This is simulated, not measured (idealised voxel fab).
Process module name: voxel transistor to metal
Square cells of 5 nm make up the cross-section cut, whose width is 165 nm.
We lay out every cross-section as a grid of square cells and spell it out in bands from the top down, where one band means one or more rows of cells. Band: top height; bottom height; in nm. Then, left to right: material with width in nm, for each material. "everywhere": a single material spanning edge to edge. "blank": empty space. Basically, 0 is our baseline, since under it the wafer straight out of the box is all one material. The bottom band has no lower end and keeps on going down, so it looks like "from 0 down". Think of "30..40" as a width that walks from the first number to the second as you go down the band, top row to bottom row, taking equal-sized steps from row to row. No cell of the cross-section changed in a step that is given as "remained the same". Enclosed voids (no open way to top), threshold 8 cells or more, entry "Non-vented voids", notation width x height at distance, distance from left edge, nm. It should be noted that, on the line of a given step, the content following the step's settings is a remark produced by the simulator itself with respect to that step. overlay nm, on a step with a mask: how far to the right of its planned place the mask lay; to the left if negative.

Set out below are the planned steps of the process:
1 RECEIVE | material Si
2 OXIDIZE | depth nm 5
3 CONFORMAL_DEP | material SiN | thk nm 15
4 DIRECTIONAL_DEP | material aC | thk nm 10
5 PATTERN | tone cover | mask id ACTIVE | material resist | width nm 115 | thk nm 30 | overlay nm 0
6 DIRECTIONAL_ETCH | etch materials aC | depth nm 10
7 STRIP | etch materials resist
8 DIRECTIONAL_ETCH | etch materials SiN | depth nm 15
9 DIRECTIONAL_ETCH | etch materials SiO2 | depth nm 5
10 DIRECTIONAL_ETCH | etch materials Si | depth nm 20
11 STRIP | etch materials aC
12 OXIDIZE | depth nm 5
13 FILL_DEP | material SiO2 | thk nm 15
14 CMP | height nm 15
15 SELECTIVE_ETCH | etch materials SiO2 | depth nm 10
16 STRIP | etch materials SiN
17 SELECTIVE_ETCH | etch materials SiO2 | depth nm 5
18 OXIDIZE | depth nm 5
19 DIRECTIONAL_DEP | material polySi | thk nm 20
20 DIRECTIONAL_DEP | material SiCN | thk nm 15
21 MASKED_ETCH | tone cover | mask id GATE | width nm 25 | etch materials SiCN | depth nm 25 | overlay nm 0
22 MASKED_ETCH | tone cover | mask id GATE | width nm 15 | etch materials polySi | depth nm 30 | overlay nm 0
23 CONFORMAL_DEP | material SiO2 | thk nm 5
24 DIRECTIONAL_ETCH | etch materials SiO2 | depth nm 5
25 CONFORMAL_DEP | material SiN | thk nm 5
26 DIRECTIONAL_ETCH | etch materials SiN | depth nm 5
27 DIRECTIONAL_ETCH | etch materials SiO2 | depth nm 5
28 DIRECTIONAL_ETCH | etch materials Si | depth nm 5
29 EPI | material SiGe | thk nm 10
30 FILL_DEP | material SiO2 | thk nm 5
31 CMP | height nm 15
32 STRIP | etch materials polySi
33 SELECTIVE_ETCH | etch materials SiO2 | depth nm 5
34 CONFORMAL_DEP | material HfO2 | thk nm 5
35 CONFORMAL_DEP | material TiN | thk nm 5
36 FILL_DEP | material W | thk nm 5
37 CMP | height nm 10
38 DIRECTIONAL_DEP | material SiO2 | thk nm 15
39 PATTERN | tone open | mask id CONTACT | material resist | width nm 15 | pitch nm 80 | thk nm 15 | overlay nm 0
40 DIRECTIONAL_ETCH | etch materials SiO2 | depth nm 30
41 STRIP | etch materials resist
42 CONFORMAL_DEP | material TiN | thk nm 5
43 FILL_DEP | material Ru | thk nm 5
44 CMP | height nm 25
45 DIRECTIONAL_DEP | material TiN | thk nm 5
46 DIRECTIONAL_DEP | material Ru | thk nm 15
47 MASKED_ETCH | tone cover | mask id METAL_1 | width nm 15 | pitch nm 80 | etch materials Ru | depth nm 15 | overlay nm 0
48 MASKED_ETCH | tone cover | mask id METAL_1 | width nm 15 | pitch nm 80 | etch materials TiN | depth nm 5 | overlay nm 0
49 CONFORMAL_DEP | material SiN | thk nm 5
50 FILL_DEP | material SiO2 | thk nm 5
51 CMP | height nm 45
52 CONFORMAL_DEP | material SiCN | thk nm 5
53 DIRECTIONAL_DEP | material SiO2 | thk nm 35
54 PATTERN | tone open | mask id METAL_2 | material resist | width nm 15 | pitch nm 80 | thk nm 20 | overlay nm 0
55 DIRECTIONAL_ETCH | etch materials SiO2 | depth nm 20
56 STRIP | etch materials resist
57 PATTERN | tone open | mask id METAL_2_HOLES | material resist | width nm 15 | pitch nm 80 | thk nm 15 | overlay nm 0
58 DIRECTIONAL_ETCH | etch materials SiO2 | depth nm 15
59 DIRECTIONAL_ETCH | etch materials SiCN | depth nm 5
60 STRIP | etch materials resist
61 CONFORMAL_DEP | material TiN | thk nm 5
62 FILL_DEP | material Cu | thk nm 5
63 CMP | height nm 85
64 CONFORMAL_DEP | material SiCN | thk nm 5
For clarity, it should be stated that the wafers under discussion commence in an identical condition and differ with respect to the width nm of step 22, the plan indicating the value that the first wafer had.

The first of several wafers in cross-section, exactly as it reached us after step 1:
from 0 down = Si everywhere
Non-vented voids: none

For your reference, the table is organized with a row per wafer; each row reflects the wafer at the end of the module, indicating for each material the cells gained (+) or lost (-) since receipt, and thereafter its closed voids:
width nm 15, +14 Cu, +13 HfO2, +28 Ru, -126 Si, +60 SiCN, +28 SiGe, +47 SiN, +449 SiO2, +75 TiN, +6 W, Non-vented voids: none
width nm 20, +14 Cu, +13 HfO2, +28 Ru, -126 Si, +60 SiCN, +28 SiGe, +47 SiN, +449 SiO2, +75 TiN, +6 W, Non-vented voids: none
width nm 25, +14 Cu, +13 HfO2, +28 Ru, -126 Si, +60 SiCN, +28 SiGe, +47 SiN, +449 SiO2, +75 TiN, +6 W, Non-vented voids: none
width nm 30, +14 Cu, +14 HfO2, +27 Ru, -125 Si, +60 SiCN, +26 SiGe, +47 SiN, +447 SiO2, +76 TiN, +8 W, Non-vented voids: none
width nm 35, +14 Cu, +15 HfO2, +26 Ru, -124 Si, +60 SiCN, +24 SiGe, +47 SiN, +445 SiO2, +77 TiN, +10 W, Non-vented voids: none
